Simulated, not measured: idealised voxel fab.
Process module name: voxel wiring stack
Cross-section cut spans 275 nm and uses square cells 5 nm in size.
Think of the cross-section as a grid of square cells. We describe it in bands, top to bottom, and each band covers one or more rows of those cells. In this notation a band is specified by the heights of its top and bottom, in that order and in nm, after which its materials appear from left to right, each paired with its width in nm. The word "full width" attached to a single material means that material fills the band from edge to edge; the word "air" stands for empty space. Convention: height 0 is the level below which the wafer, as received, is all one material. The lowest band does not terminate at the bottom but continues downward, represented as "top 0, no bottom". A width given as "30 to 40" starts at the first number in the band's top row and ends at the second number in its bottom row, shifting by an equal amount at every step from row to row. "remains unaltered" (step): cross-section cells unchanged, all of them. Each empty space that has no open way to the top and spans at least 8 cells appears under "Trapped voids" as width x height at distance, the distance counted from the left edge, all in nm. Where a step's line continues beyond its settings, the continuation is a remark by the simulator itself on that step. overlay nm: on a step with a mask, how far right of its planned place the mask lay; negative means left.
Set out below are the planned steps of the process
1 RECEIVE: material Si
2 CONFORMAL_DEP: material SiO2, thk nm 15
3 CONFORMAL_DEP: material SiCN, thk nm 5
4 DIRECTIONAL_DEP: material lowk, thk nm 20
5 MASKED_ETCH: tone open, mask id METAL_1, width nm 30, pitch nm 55, etch materials lowk, depth nm 20, overlay nm 0
6 MASKED_ETCH: tone open, mask id METAL_1, width nm 30, pitch nm 55, etch materials SiCN, depth nm 5, overlay nm 0
7 CONFORMAL_DEP: material TiN, thk nm 5
8 FILL_DEP: material Ru, thk nm 5
9 CMP: height nm 40
10 CONFORMAL_DEP: material SiCN, thk nm 5
11 DIRECTIONAL_DEP: material lowk, thk nm 25
12 DIRECTIONAL_DEP: material aC, thk nm 10
13 PATTERN: tone open, mask id METAL_2, material resist, width nm 30, pitch nm 55, thk nm 25, overlay nm 0
14 DIRECTIONAL_ETCH: etch materials aC, depth nm 10
15 STRIP: etch materials resist
16 DIRECTIONAL_ETCH: etch materials lowk, depth nm 15
17 STRIP: etch materials aC
18 DIRECTIONAL_DEP: material aC, thk nm 15
19 PATTERN: tone open, mask id METAL_2_HOLES, material resist, width nm 15, pitch nm 55, thk nm 30, overlay nm 0
20 DIRECTIONAL_ETCH: etch materials aC, depth nm 15
21 STRIP: etch materials resist
22 DIRECTIONAL_ETCH: etch materials lowk, depth nm 10
23 DIRECTIONAL_ETCH: etch materials SiCN, depth nm 5
24 STRIP: etch materials aC
25 CONFORMAL_DEP: material TiN, thk nm 5
26 FILL_DEP: material Cu, thk nm 10
27 CMP: height nm 70
28 CONFORMAL_DEP: material SiCN, thk nm 5
Run as planned: first of two wafers
Wafer at receipt (post step 1), cross-section
* top 0, no bottom: Si full width
* Trapped voids: none
Cross-section of the wafer after step 2
* top 15, bottom 0: SiO2 full width
* Unchanged below 0.
Cross-section of the wafer after step 3
* top 20, bottom 15: SiCN full width
* Unchanged below 15.
Cross-section of the wafer after step 4
* top 40, bottom 20: lowk full width
* Unchanged below 20.
Cross-section of the wafer after step 5
* top 40, bottom 20: lowk 40 nm, air 30 nm, lowk 25 nm, air 30 nm, lowk 25 nm, air 30 nm, lowk 25 nm, air 30 nm, lowk 40 nm
* Unchanged below 20.
Cross-section of the wafer after step 6
* top 40, bottom 20: lowk 40 nm, air 30 nm, lowk 25 nm, air 30 nm, lowk 25 nm, air 30 nm, lowk 25 nm, air 30 nm, lowk 40 nm
* top 20, bottom 15: SiCN 40 nm, air 30 nm, SiCN 25 nm, air 30 nm, SiCN 25 nm, air 30 nm, SiCN 25 nm, air 30 nm, SiCN 40 nm
* Unchanged below 15.
Cross-section of the wafer after step 7
* top 45, bottom 40: TiN 45 nm, air 20 nm, TiN 35 nm, air 20 nm, TiN 35 nm, air 20 nm, TiN 35 nm, air 20 nm, TiN 45 nm
* top 40, bottom 20: lowk 40 nm, TiN 5 nm, air 20 nm, TiN 5 nm, lowk 25 nm, TiN 5 nm, air 20 nm, TiN 5 nm, lowk 25 nm, TiN 5 nm, air 20 nm, TiN 5 nm, lowk 25 nm, TiN 5 nm, air 20 nm, TiN 5 nm, lowk 40 nm
* top 20, bottom 15: SiCN 40 nm, TiN 30 nm, SiCN 25 nm, TiN 30 nm, SiCN 25 nm, TiN 30 nm, SiCN 25 nm, TiN 30 nm, SiCN 40 nm
* Unchanged below 15.
Cross-section of the wafer after step 8
* top 50, bottom 45: Ru full width
* top 45, bottom 40: TiN 45 nm, Ru 20 nm, TiN 35 nm, Ru 20 nm, TiN 35 nm, Ru 20 nm, TiN 35 nm, Ru 20 nm, TiN 45 nm
* top 40, bottom 20: lowk 40 nm, TiN 5 nm, Ru 20 nm, TiN 5 nm, lowk 25 nm, TiN 5 nm, Ru 20 nm, TiN 5 nm, lowk 25 nm, TiN 5 nm, Ru 20 nm, TiN 5 nm, lowk 25 nm, TiN 5 nm, Ru 20 nm, TiN 5 nm, lowk 40 nm
* Unchanged below 20.
Cross-section of the wafer after step 9
* top 40, bottom 20: lowk 40 nm, TiN 5 nm, Ru 20 nm, TiN 5 nm, lowk 25 nm, TiN 5 nm, Ru 20 nm, TiN 5 nm, lowk 25 nm, TiN 5 nm, Ru 20 nm, TiN 5 nm, lowk 25 nm, TiN 5 nm, Ru 20 nm, TiN 5 nm, lowk 40 nm
* Unchanged below 20.
Cross-section of the wafer after step 10
* top 45, bottom 40: SiCN full width
* Unchanged below 40.
Cross-section of the wafer after step 11
* top 70, bottom 45: lowk full width
* Unchanged below 45.
Cross-section of the wafer after step 12
* top 80, bottom 70: aC full width
* Unchanged below 70.
Cross-section of the wafer after step 13
* top 105, bottom 80: resist 40 nm, air 30 nm, resist 25 nm, air 30 nm, resist 25 nm, air 30 nm, resist 25 nm, air 30 nm, resist 40 nm
* Unchanged below 80.
Cross-section of the wafer after step 14
* top 95, bottom 80: resist 40 nm, air 30 nm, resist 25 nm, air 30 nm, resist 25 nm, air 30 nm, resist 25 nm, air 30 nm, resist 40 nm
* top 80, bottom 70: aC 40 nm, air 30 nm, aC 25 nm, air 30 nm, aC 25 nm, air 30 nm, aC 25 nm, air 30 nm, aC 40 nm
* Unchanged below 70.
Cross-section of the wafer after step 15
* top 80, bottom 70: aC 40 nm, air 30 nm, aC 25 nm, air 30 nm, aC 25 nm, air 30 nm, aC 25 nm, air 30 nm, aC 40 nm
* Unchanged below 70.
Cross-section of the wafer after step 16
* top 80, bottom 70: aC 40 nm, air 30 nm, aC 25 nm, air 30 nm, aC 25 nm, air 30 nm, aC 25 nm, air 30 nm, aC 40 nm
* top 70, bottom 55: lowk 40 nm, air 30 nm, lowk 25 nm, air 30 nm, lowk 25 nm, air 30 nm, lowk 25 nm, air 30 nm, lowk 40 nm
* Unchanged below 55.
Cross-section of the wafer after step 17
* top 70, bottom 55: lowk 40 nm, air 30 nm, lowk 25 nm, air 30 nm, lowk 25 nm, air 30 nm, lowk 25 nm, air 30 nm, lowk 40 nm
* Unchanged below 55.
Cross-section of the wafer after step 18
* top 85, bottom 70: aC 40 nm, air 30 nm, aC 25 nm, air 30 nm, aC 25 nm, air 30 nm, aC 25 nm, air 30 nm, aC 40 nm
* top 70, bottom 55: lowk 40 nm, aC 30 nm, lowk 25 nm, aC 30 nm, lowk 25 nm, aC 30 nm, lowk 25 nm, aC 30 nm, lowk 40 nm
* Unchanged below 55.
Cross-section of the wafer after step 19
* top 115, bottom 85: resist 40 nm, air 15 nm, resist 40 nm, air 15 nm, resist 40 nm, air 15 nm, resist 40 nm, air 15 nm, resist 55 nm
* top 85, bottom 70: aC 40 nm, air 15 nm, resist 15 nm, aC 25 nm, air 15 nm, resist 15 nm, aC 25 nm, air 15 nm, resist 15 nm, aC 25 nm, air 15 nm, resist 15 nm, aC 40 nm
* Unchanged below 70.
Cross-section of the wafer after step 20
* top 100, bottom 85: resist 40 nm, air 15 nm, resist 40 nm, air 15 nm, resist 40 nm, air 15 nm, resist 40 nm, air 15 nm, resist 55 nm
* top 85, bottom 70: aC 40 nm, air 15 nm, resist 15 nm, aC 25 nm, air 15 nm, resist 15 nm, aC 25 nm, air 15 nm, resist 15 nm, aC 25 nm, air 15 nm, resist 15 nm, aC 40 nm
* top 70, bottom 55: lowk 40 nm, air 15 nm, aC 15 nm, lowk 25 nm, air 15 nm, aC 15 nm, lowk 25 nm, air 15 nm, aC 15 nm, lowk 25 nm, air 15 nm, aC 15 nm, lowk 40 nm
* Unchanged below 55.
Cross-section of the wafer after step 21
* top 85, bottom 70: aC 40 nm, air 30 nm, aC 25 nm, air 30 nm, aC 25 nm, air 30 nm, aC 25 nm, air 30 nm, aC 40 nm
* Unchanged below 70.
Cross-section of the wafer after step 22
* top 85, bottom 70: aC 40 nm, air 30 nm, aC 25 nm, air 30 nm, aC 25 nm, air 30 nm, aC 25 nm, air 30 nm, aC 40 nm
* top 70, bottom 55: lowk 40 nm, air 15 nm, aC 15 nm, lowk 25 nm, air 15 nm, aC 15 nm, lowk 25 nm, air 15 nm, aC 15 nm, lowk 25 nm, air 15 nm, aC 15 nm, lowk 40 nm
* top 55, bottom 45: lowk 40 nm, air 15 nm, lowk 40 nm, air 15 nm, lowk 40 nm, air 15 nm, lowk 40 nm, air 15 nm, lowk 55 nm
* Unchanged below 45.
Cross-section of the wafer after step 23
* top 85, bottom 70: aC 40 nm, air 30 nm, aC 25 nm, air 30 nm, aC 25 nm, air 30 nm, aC 25 nm, air 30 nm, aC 40 nm
* top 70, bottom 55: lowk 40 nm, air 15 nm, aC 15 nm, lowk 25 nm, air 15 nm, aC 15 nm, lowk 25 nm, air 15 nm, aC 15 nm, lowk 25 nm, air 15 nm, aC 15 nm, lowk 40 nm
* top 55, bottom 45: lowk 40 nm, air 15 nm, lowk 40 nm, air 15 nm, lowk 40 nm, air 15 nm, lowk 40 nm, air 15 nm, lowk 55 nm
* top 45, bottom 40: SiCN 40 nm, air 15 nm, SiCN 40 nm, air 15 nm, SiCN 40 nm, air 15 nm, SiCN 40 nm, air 15 nm, SiCN 55 nm
* Unchanged below 40.
Cross-section of the wafer after step 24
* top 70, bottom 55: lowk 40 nm, air 30 nm, lowk 25 nm, air 30 nm, lowk 25 nm, air 30 nm, lowk 25 nm, air 30 nm, lowk 40 nm
* Unchanged below 55.
Cross-section of the wafer after step 25
* top 75, bottom 70: TiN 45 nm, air 20 nm, TiN 35 nm, air 20 nm, TiN 35 nm, air 20 nm, TiN 35 nm, air 20 nm, TiN 45 nm
* top 70, bottom 60: lowk 40 nm, TiN 5 nm, air 20 nm, TiN 5 nm, lowk 25 nm, TiN 5 nm, air 20 nm, TiN 5 nm, lowk 25 nm, TiN 5 nm, air 20 nm, TiN 5 nm, lowk 25 nm, TiN 5 nm, air 20 nm, TiN 5 nm, lowk 40 nm
* top 60, bottom 55: lowk 40 nm, TiN 5 nm, air 5 nm, TiN 20 nm, lowk 25 nm, TiN 5 nm, air 5 nm, TiN 20 nm, lowk 25 nm, TiN 5 nm, air 5 nm, TiN 20 nm, lowk 25 nm, TiN 5 nm, air 5 nm, TiN 20 nm, lowk 40 nm
* top 55, bottom 45: lowk 40 nm, TiN 5 nm, air 5 nm, TiN 5 nm, lowk 40 nm, TiN 5 nm, air 5 nm, TiN 5 nm, lowk 40 nm, TiN 5 nm, air 5 nm, TiN 5 nm, lowk 40 nm, TiN 5 nm, air 5 nm, TiN 5 nm, lowk 55 nm
* top 45, bottom 40: SiCN 40 nm, TiN 15 nm, SiCN 40 nm, TiN 15 nm, SiCN 40 nm, TiN 15 nm, SiCN 40 nm, TiN 15 nm, SiCN 55 nm
* Unchanged below 40.
Cross-section of the wafer after step 26
* top 85, bottom 75: Cu full width
* top 75, bottom 70: TiN 45 nm, Cu 20 nm, TiN 35 nm, Cu 20 nm, TiN 35 nm, Cu 20 nm, TiN 35 nm, Cu 20 nm, TiN 45 nm
* top 70, bottom 60: lowk 40 nm, TiN 5 nm, Cu 20 nm, TiN 5 nm, lowk 25 nm, TiN 5 nm, Cu 20 nm, TiN 5 nm, lowk 25 nm, TiN 5 nm, Cu 20 nm, TiN 5 nm, lowk 25 nm, TiN 5 nm, Cu 20 nm, TiN 5 nm, lowk 40 nm
* top 60, bottom 55: lowk 40 nm, TiN 5 nm, Cu 5 nm, TiN 20 nm, lowk 25 nm, TiN 5 nm, Cu 5 nm, TiN 20 nm, lowk 25 nm, TiN 5 nm, Cu 5 nm, TiN 20 nm, lowk 25 nm, TiN 5 nm, Cu 5 nm, TiN 20 nm, lowk 40 nm
* top 55, bottom 45: lowk 40 nm, TiN 5 nm, Cu 5 nm, TiN 5 nm, lowk 40 nm, TiN 5 nm, Cu 5 nm, TiN 5 nm, lowk 40 nm, TiN 5 nm, Cu 5 nm, TiN 5 nm, lowk 40 nm, TiN 5 nm, Cu 5 nm, TiN 5 nm, lowk 55 nm
* Unchanged below 45.
Cross-section of the wafer after step 27
* top 70, bottom 60: lowk 40 nm, TiN 5 nm, Cu 20 nm, TiN 5 nm, lowk 25 nm, TiN 5 nm, Cu 20 nm, TiN 5 nm, lowk 25 nm, TiN 5 nm, Cu 20 nm, TiN 5 nm, lowk 25 nm, TiN 5 nm, Cu 20 nm, TiN 5 nm, lowk 40 nm
* Unchanged below 60.
Cross-section of the wafer after step 28
* top 75, bottom 70: SiCN full width
* Unchanged below 70.
Wafer two of two - same starting point, same process plan, one mistake in execution; matches wafer one up to and including step 2
Cross-section: second wafer, time at which step 3 was scheduled to end
* top 35, bottom 15: lowk full width
* Unchanged below 15.
Cross-section: second wafer, time at which step 4 was scheduled to end
* top 40, bottom 35: SiCN full width
* Unchanged below 35.
Cross-section: second wafer, time at which step 5 was scheduled to end: remains unaltered
Cross-section: second wafer, time at which step 6 was scheduled to end
* top 40, bottom 35: SiCN 40 nm, air 30 nm, SiCN 25 nm, air 30 nm, SiCN 25 nm, air 30 nm, SiCN 25 nm, air 30 nm, SiCN 40 nm
* Unchanged below 35.
Cross-section: second wafer, time at which step 7 was scheduled to end
* top 45, bottom 40: TiN 45 nm, air 20 nm, TiN 35 nm, air 20 nm, TiN 35 nm, air 20 nm, TiN 35 nm, air 20 nm, TiN 45 nm
* top 40, bottom 35: SiCN 40 nm, TiN 30 nm, SiCN 25 nm, TiN 30 nm, SiCN 25 nm, TiN 30 nm, SiCN 25 nm, TiN 30 nm, SiCN 40 nm
* Unchanged below 35.
Cross-section: second wafer, time at which step 8 was scheduled to end
* top 50, bottom 45: Ru full width
* top 45, bottom 40: TiN 45 nm, Ru 20 nm, TiN 35 nm, Ru 20 nm, TiN 35 nm, Ru 20 nm, TiN 35 nm, Ru 20 nm, TiN 45 nm
* Unchanged below 40.
Cross-section: second wafer, time at which step 9 was scheduled to end
* top 40, bottom 35: SiCN 40 nm, TiN 30 nm, SiCN 25 nm, TiN 30 nm, SiCN 25 nm, TiN 30 nm, SiCN 25 nm, TiN 30 nm, SiCN 40 nm
* Unchanged below 35.
Cross-section: second wafer, time at which step 10 was scheduled to end
* top 45, bottom 40: SiCN full width
* Unchanged below 40.
Cross-section: second wafer, time at which step 11 was scheduled to end
* top 70, bottom 45: lowk full width
* Unchanged below 45.
Cross-section: second wafer, time at which step 12 was scheduled to end
* top 80, bottom 70: aC full width
* Unchanged below 70.
Cross-section: second wafer, time at which step 13 was scheduled to end
* top 105, bottom 80: resist 40 nm, air 30 nm, resist 25 nm, air 30 nm, resist 25 nm, air 30 nm, resist 25 nm, air 30 nm, resist 40 nm
* Unchanged below 80.
Cross-section: second wafer, time at which step 14 was scheduled to end
* top 95, bottom 80: resist 40 nm, air 30 nm, resist 25 nm, air 30 nm, resist 25 nm, air 30 nm, resist 25 nm, air 30 nm, resist 40 nm
* top 80, bottom 70: aC 40 nm, air 30 nm, aC 25 nm, air 30 nm, aC 25 nm, air 30 nm, aC 25 nm, air 30 nm, aC 40 nm
* Unchanged below 70.
Cross-section: second wafer, time at which step 15 was scheduled to end
* top 80, bottom 70: aC 40 nm, air 30 nm, aC 25 nm, air 30 nm, aC 25 nm, air 30 nm, aC 25 nm, air 30 nm, aC 40 nm
* Unchanged below 70.
Cross-section: second wafer, time at which step 16 was scheduled to end
* top 80, bottom 70: aC 40 nm, air 30 nm, aC 25 nm, air 30 nm, aC 25 nm, air 30 nm, aC 25 nm, air 30 nm, aC 40 nm
* top 70, bottom 55: lowk 40 nm, air 30 nm, lowk 25 nm, air 30 nm, lowk 25 nm, air 30 nm, lowk 25 nm, air 30 nm, lowk 40 nm
* Unchanged below 55.
Cross-section: second wafer, time at which step 17 was scheduled to end
* top 70, bottom 55: lowk 40 nm, air 30 nm, lowk 25 nm, air 30 nm, lowk 25 nm, air 30 nm, lowk 25 nm, air 30 nm, lowk 40 nm
* Unchanged below 55.
Cross-section: second wafer, time at which step 18 was scheduled to end
* top 85, bottom 70: aC 40 nm, air 30 nm, aC 25 nm, air 30 nm, aC 25 nm, air 30 nm, aC 25 nm, air 30 nm, aC 40 nm
* top 70, bottom 55: lowk 40 nm, aC 30 nm, lowk 25 nm, aC 30 nm, lowk 25 nm, aC 30 nm, lowk 25 nm, aC 30 nm, lowk 40 nm
* Unchanged below 55.
Cross-section: second wafer, time at which step 19 was scheduled to end
* top 115, bottom 85: resist 40 nm, air 15 nm, resist 40 nm, air 15 nm, resist 40 nm, air 15 nm, resist 40 nm, air 15 nm, resist 55 nm
* top 85, bottom 70: aC 40 nm, air 15 nm, resist 15 nm, aC 25 nm, air 15 nm, resist 15 nm, aC 25 nm, air 15 nm, resist 15 nm, aC 25 nm, air 15 nm, resist 15 nm, aC 40 nm
* Unchanged below 70.
Cross-section: second wafer, time at which step 20 was scheduled to end
* top 100, bottom 85: resist 40 nm, air 15 nm, resist 40 nm, air 15 nm, resist 40 nm, air 15 nm, resist 40 nm, air 15 nm, resist 55 nm
* top 85, bottom 70: aC 40 nm, air 15 nm, resist 15 nm, aC 25 nm, air 15 nm, resist 15 nm, aC 25 nm, air 15 nm, resist 15 nm, aC 25 nm, air 15 nm, resist 15 nm, aC 40 nm
* top 70, bottom 55: lowk 40 nm, air 15 nm, aC 15 nm, lowk 25 nm, air 15 nm, aC 15 nm, lowk 25 nm, air 15 nm, aC 15 nm, lowk 25 nm, air 15 nm, aC 15 nm, lowk 40 nm
* Unchanged below 55.
Cross-section: second wafer, time at which step 21 was scheduled to end
* top 85, bottom 70: aC 40 nm, air 30 nm, aC 25 nm, air 30 nm, aC 25 nm, air 30 nm, aC 25 nm, air 30 nm, aC 40 nm
* Unchanged below 70.
Cross-section: second wafer, time at which step 22 was scheduled to end
* top 85, bottom 70: aC 40 nm, air 30 nm, aC 25 nm, air 30 nm, aC 25 nm, air 30 nm, aC 25 nm, air 30 nm, aC 40 nm
* top 70, bottom 55: lowk 40 nm, air 15 nm, aC 15 nm, lowk 25 nm, air 15 nm, aC 15 nm, lowk 25 nm, air 15 nm, aC 15 nm, lowk 25 nm, air 15 nm, aC 15 nm, lowk 40 nm
* top 55, bottom 45: lowk 40 nm, air 15 nm, lowk 40 nm, air 15 nm, lowk 40 nm, air 15 nm, lowk 40 nm, air 15 nm, lowk 55 nm
* Unchanged below 45.
Cross-section: second wafer, time at which step 23 was scheduled to end
* top 85, bottom 70: aC 40 nm, air 30 nm, aC 25 nm, air 30 nm, aC 25 nm, air 30 nm, aC 25 nm, air 30 nm, aC 40 nm
* top 70, bottom 55: lowk 40 nm, air 15 nm, aC 15 nm, lowk 25 nm, air 15 nm, aC 15 nm, lowk 25 nm, air 15 nm, aC 15 nm, lowk 25 nm, air 15 nm, aC 15 nm, lowk 40 nm
* top 55, bottom 45: lowk 40 nm, air 15 nm, lowk 40 nm, air 15 nm, lowk 40 nm, air 15 nm, lowk 40 nm, air 15 nm, lowk 55 nm
* top 45, bottom 40: SiCN 40 nm, air 15 nm, SiCN 40 nm, air 15 nm, SiCN 40 nm, air 15 nm, SiCN 40 nm, air 15 nm, SiCN 55 nm
* Unchanged below 40.
Cross-section: second wafer, time at which step 24 was scheduled to end
* top 70, bottom 55: lowk 40 nm, air 30 nm, lowk 25 nm, air 30 nm, lowk 25 nm, air 30 nm, lowk 25 nm, air 30 nm, lowk 40 nm
* Unchanged below 55.
Cross-section: second wafer, time at which step 25 was scheduled to end
* top 75, bottom 70: TiN 45 nm, air 20 nm, TiN 35 nm, air 20 nm, TiN 35 nm, air 20 nm, TiN 35 nm, air 20 nm, TiN 45 nm
* top 70, bottom 60: lowk 40 nm, TiN 5 nm, air 20 nm, TiN 5 nm, lowk 25 nm, TiN 5 nm, air 20 nm, TiN 5 nm, lowk 25 nm, TiN 5 nm, air 20 nm, TiN 5 nm, lowk 25 nm, TiN 5 nm, air 20 nm, TiN 5 nm, lowk 40 nm
* top 60, bottom 55: lowk 40 nm, TiN 5 nm, air 5 nm, TiN 20 nm, lowk 25 nm, TiN 5 nm, air 5 nm, TiN 20 nm, lowk 25 nm, TiN 5 nm, air 5 nm, TiN 20 nm, lowk 25 nm, TiN 5 nm, air 5 nm, TiN 20 nm, lowk 40 nm
* top 55, bottom 45: lowk 40 nm, TiN 5 nm, air 5 nm, TiN 5 nm, lowk 40 nm, TiN 5 nm, air 5 nm, TiN 5 nm, lowk 40 nm, TiN 5 nm, air 5 nm, TiN 5 nm, lowk 40 nm, TiN 5 nm, air 5 nm, TiN 5 nm, lowk 55 nm
* top 45, bottom 35: SiCN 40 nm, TiN 15 to 30 nm, SiCN 40 to 25 nm, TiN 15 to 30 nm, SiCN 40 to 25 nm, TiN 15 to 30 nm, SiCN 40 to 25 nm, TiN 15 to 30 nm, SiCN 55 to 40 nm
* Unchanged below 35.
Cross-section: second wafer, time at which step 26 was scheduled to end
* top 85, bottom 75: Cu full width
* top 75, bottom 70: TiN 45 nm, Cu 20 nm, TiN 35 nm, Cu 20 nm, TiN 35 nm, Cu 20 nm, TiN 35 nm, Cu 20 nm, TiN 45 nm
* top 70, bottom 60: lowk 40 nm, TiN 5 nm, Cu 20 nm, TiN 5 nm, lowk 25 nm, TiN 5 nm, Cu 20 nm, TiN 5 nm, lowk 25 nm, TiN 5 nm, Cu 20 nm, TiN 5 nm, lowk 25 nm, TiN 5 nm, Cu 20 nm, TiN 5 nm, lowk 40 nm
* top 60, bottom 55: lowk 40 nm, TiN 5 nm, Cu 5 nm, TiN 20 nm, lowk 25 nm, TiN 5 nm, Cu 5 nm, TiN 20 nm, lowk 25 nm, TiN 5 nm, Cu 5 nm, TiN 20 nm, lowk 25 nm, TiN 5 nm, Cu 5 nm, TiN 20 nm, lowk 40 nm
* top 55, bottom 45: lowk 40 nm, TiN 5 nm, Cu 5 nm, TiN 5 nm, lowk 40 nm, TiN 5 nm, Cu 5 nm, TiN 5 nm, lowk 40 nm, TiN 5 nm, Cu 5 nm, TiN 5 nm, lowk 40 nm, TiN 5 nm, Cu 5 nm, TiN 5 nm, lowk 55 nm
* Unchanged below 45.
Cross-section: second wafer, time at which step 27 was scheduled to end
* top 70, bottom 60: lowk 40 nm, TiN 5 nm, Cu 20 nm, TiN 5 nm, lowk 25 nm, TiN 5 nm, Cu 20 nm, TiN 5 nm, lowk 25 nm, TiN 5 nm, Cu 20 nm, TiN 5 nm, lowk 25 nm, TiN 5 nm, Cu 20 nm, TiN 5 nm, lowk 40 nm
* Unchanged below 60.
Cross-section: second wafer, time at which step 28 was scheduled to end
* top 75, bottom 70: SiCN full width
* Unchanged below 70.
Want to know what went wrong? steps 3 and 4 of the plan were run in the wrong order, each in the other's place
End of process, cell counts, second wafer against first, materials with more or fewer: -64 Ru, -32 TiN, +96 lowk
